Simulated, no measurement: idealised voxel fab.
Presented below is a process module, voxel ribs on slabs.
Pictured: cross-section cut, 255 nm wide, on a grid of 5 nm square cells.
Cross-section = grid of square cells, listed top down in bands; band = one or more rows. Heights first: top, then bottom, in nm. Then materials, left to right, each with a width in nm. "throughout" on a single material: fills the band edge to edge. "blank": empty space. Height 0 is the level under which the wafer as received is all one material. The lowest band goes on downwards, as in "0 -> down". Graded width ("30->40"): value in top row of band = first number; value in bottom row = second number; row-to-row change constant. What does "nothing different" mean for a step? It means no cell of the cross-section changed in that step. You'll see "Unvented internal voids" listing empty spaces that have no way open to the top, as long as they're 8 cells or more; the notation is width x height at distance, where the distance is from the left edge, and all of it is in nm. That trailing text on a step's line, after the settings, is the simulator's own remark on the step. overlay nm: right-of-plan distance of the mask on a masked step; negative values mean left-of-plan.

**The planned process steps are enumerated hereunder**
1 RECEIVE,material Si
2 DIRECTIONAL_DEP,material SiO2,thk nm 30
3 DIRECTIONAL_DEP,material polySi,thk nm 25
4 MASKED_ETCH,tone cover,mask id RIB,width nm 15,etch materials polySi,depth nm 5,overlay nm 0
5 MASKED_ETCH,tone cover,mask id SLAB,width nm 75,etch materials polySi,depth nm 20,overlay nm 0
6 FILL_DEP,material SiO2,thk nm 20
7 CMP,height nm 65
8 DIRECTIONAL_DEP,material TiN,thk nm 5
9 DIRECTIONAL_DEP,material aC,thk nm 15
10 PATTERN,tone cover,mask id HEATER,material resist,width nm 25,thk nm 30,overlay nm 0
11 DIRECTIONAL_ETCH,etch materials aC,depth nm 15
12 STRIP,etch materials resist
13 DIRECTIONAL_ETCH,etch materials TiN,depth nm 5
14 STRIP,etch materials aC
15 CONFORMAL_DEP,material SiO2,thk nm 10

**The first of the two wafers, which ran as planned**

**Incoming wafer in cross-section (state: after step 1)**
    0 -> down  Si throughout
    Unvented internal voids: none

**after step 2**
    30 -> 0  SiO2 throughout
    Below 0 it's all the same as before, nothing changed down there.

**after step 3**
    55 -> 30  polySi throughout
    Below 30 it's all the same as before, nothing changed down there.

**after step 4**
    55 -> 50  blank 120 nm; polySi 15 nm; blank 120 nm
    Below 50 it's all the same as before, nothing changed down there.

**after step 5**
    55 -> 50  blank 120 nm; polySi 15 nm; blank 120 nm
    50 -> 30  blank 90 nm; polySi 75 nm; blank 90 nm
    Below 30 it's all the same as before, nothing changed down there.

**after step 6**
    75 -> 55  SiO2 throughout
    55 -> 50  SiO2 120 nm; polySi 15 nm; SiO2 120 nm
    50 -> 30  SiO2 90 nm; polySi 75 nm; SiO2 90 nm
    Below 30 it's all the same as before, nothing changed down there.

**after step 7**
    65 -> 55  SiO2 throughout
    Below 55 it's all the same as before, nothing changed down there.

**after step 8**
    70 -> 65  TiN throughout
    Below 65 it's all the same as before, nothing changed down there.

**after step 9**
    85 -> 70  aC throughout
    Below 70 it's all the same as before, nothing changed down there.

**after step 10**
    115 -> 85  blank 115 nm; resist 25 nm; blank 115 nm
    Below 85 it's all the same as before, nothing changed down there.

**after step 11**
    100 -> 85  blank 115 nm; resist 25 nm; blank 115 nm
    85 -> 70  blank 115 nm; aC 25 nm; blank 115 nm
    Below 70 it's all the same as before, nothing changed down there.

**after step 12**
    85 -> 70  blank 115 nm; aC 25 nm; blank 115 nm
    Below 70 it's all the same as before, nothing changed down there.

**after step 13**
    85 -> 70  blank 115 nm; aC 25 nm; blank 115 nm
    70 -> 65  blank 115 nm; TiN 25 nm; blank 115 nm
    Below 65 it's all the same as before, nothing changed down there.

**after step 14**
    70 -> 65  blank 115 nm; TiN 25 nm; blank 115 nm
    Below 65 it's all the same as before, nothing changed down there.

**after step 15**
    80 -> 75  blank 105 nm; SiO2 45 nm; blank 105 nm
    75 -> 70  SiO2 throughout
    70 -> 65  SiO2 115 nm; TiN 25 nm; SiO2 115 nm
    Below 65 it's all the same as before, nothing changed down there.

**It is to be noted that the second wafer proceeded from the same initial state and according to the same plan as the first, although one mistake was committed in its execution; through step 9, inclusive, the two wafers share an identical history**

**Second wafer, cross-section, planned end of step 10**
    115 -> 85  blank 120 nm; resist 15 nm; blank 120 nm
    Below 85 it's all the same as before, nothing changed down there.

**Second wafer, cross-section, planned end of step 11**
    100 -> 85  blank 120 nm; resist 15 nm; blank 120 nm
    85 -> 70  blank 120 nm; aC 15 nm; blank 120 nm
    Below 70 it's all the same as before, nothing changed down there.

**Second wafer, cross-section, planned end of step 12**
    85 -> 70  blank 120 nm; aC 15 nm; blank 120 nm
    Below 70 it's all the same as before, nothing changed down there.

**Second wafer, cross-section, planned end of step 13**
    85 -> 70  blank 120 nm; aC 15 nm; blank 120 nm
    70 -> 65  blank 120 nm; TiN 15 nm; blank 120 nm
    Below 65 it's all the same as before, nothing changed down there.

**Second wafer, cross-section, planned end of step 14**
    70 -> 65  blank 120 nm; TiN 15 nm; blank 120 nm
    Below 65 it's all the same as before, nothing changed down there.

**Second wafer, cross-section, planned end of step 15**
    80 -> 75  blank 110 nm; SiO2 35 nm; blank 110 nm
    75 -> 70  SiO2 throughout
    70 -> 65  SiO2 120 nm; TiN 15 nm; SiO2 120 nm
    Below 65 it's all the same as before, nothing changed down there.
Deviation from plan: contrary to plan, step 10 was performed as PATTERN,tone cover,mask id HEATER,material resist,width nm 15,thk nm 30,overlay nm 0
Count the cells at the end and the second wafer has more or fewer of some materials than the first: 2 fewer of TiN
